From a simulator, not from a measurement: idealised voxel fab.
process module | voxel self aligned vias
In the cross-section labelled cut, the width is 275 nm and each square cell is 5 nm.
For the purposes of this document, a cross-section shall be understood as a grid of square cells, specified as bands listed in top-to-bottom order, each band consisting of one or more rows of cells. First you get the band's top height and its bottom height, in nm, and then the materials it's made of, left to right, with each width in nm. If you see a single material with "full width", that one covers the band edge to edge. "blank" is empty space. Heights are expressed relative to 0, this being the level below which the as-received wafer comprises one material exclusively. The lowest band is unbounded in the downward direction and is denoted as in "0..down". The two numbers in a width such as "30->40" mark its ends across the band: the first belongs to the top row of cells, the second to the bottom row, and from each row to the next the width moves by the same amount. Basically "remained the same" means that step didn't change any cell in the cross-section. Reported under the label "Closed cavities" are the empty spaces having no open way to the top and comprising 8 cells or more; the notation for each is width x height at distance, in which the distance is measured from the left edge and all three values are in nm. Note: text after step settings on the step line = simulator remark on that step. The line of a step may include "overlay nm". On a step with a mask, this value is how far to the right of its planned place the mask lay. A negative value means the mask lay to the left.

The following list gives the planned process steps:
1,RECEIVE, material Si
2,CONFORMAL_DEP, material SiO2, thk nm 15
3,CONFORMAL_DEP, material SiCN, thk nm 5
4,DIRECTIONAL_DEP, material SiO2, thk nm 25
5,DIRECTIONAL_DEP, material aC, thk nm 15
6,PATTERN, tone open, mask id LINES, material resist, width nm 30, pitch nm 70, thk nm 30, overlay nm 0
7,DIRECTIONAL_ETCH, etch materials aC, depth nm 15
8,STRIP, etch materials resist
9,DIRECTIONAL_ETCH, etch materials SiO2, depth nm 25
10,STRIP, etch materials aC
11,CONFORMAL_DEP, material TiN, thk nm 5
12,FILL_DEP, material W, thk nm 5
13,CMP, height nm 45
14,SELECTIVE_ETCH, etch materials W Ru TiN, depth nm 10
15,FILL_DEP, material SiN, thk nm 10
16,CMP, height nm 45
17,DIRECTIONAL_DEP, material SiO2, thk nm 15
18,PATTERN, tone open, mask id VIAS, material resist, width nm 40, pitch nm 70, thk nm 15, overlay nm -15
19,DIRECTIONAL_ETCH, etch materials SiO2, depth nm 15
20,DIRECTIONAL_ETCH, etch materials SiN, depth nm 10
21,STRIP, etch materials resist
22,CONFORMAL_DEP, material TiN, thk nm 5
23,FILL_DEP, material Cu, thk nm 10
24,CMP, height nm 60
25,CONFORMAL_DEP, material SiCN, thk nm 5
Among the wafers covered here, the point of difference is the overlay nm at step 18; their starting state is shared, and the plan presents the value of the first wafer.

The first of several wafers in cross-section, exactly as it reached us after step 1:
0..down | Si full width
Closed cavities: none

What follows is a table in which each wafer occupies a row; for the wafer as it stands at the close of the module, the row states, material by material, how many cells have been gained (+) or lost (-) since receipt, and then gives its closed voids:
overlay nm -15, +32 Cu, +110 SiCN, +8 SiN, +497 SiO2, +52 TiN, +16 W, Closed cavities: none
overlay nm -10, +36 Cu, +110 SiCN, +4 SiN, +497 SiO2, +52 TiN, +16 W, Closed cavities: none
overlay nm -5, +40 Cu, +110 SiCN, +497 SiO2, +52 TiN, +16 W, Closed cavities: none
overlay nm 0, +40 Cu, +110 SiCN, +497 SiO2, +52 TiN, +16 W, Closed cavities: none
overlay nm 5, +40 Cu, +110 SiCN, +497 SiO2, +52 TiN, +16 W, Closed cavities: none
overlay nm 10, +36 Cu, +110 SiCN, +4 SiN, +497 SiO2, +52 TiN, +16 W, Closed cavities: none
overlay nm 15, +32 Cu, +110 SiCN, +8 SiN, +497 SiO2, +52 TiN, +16 W, Closed cavities: none
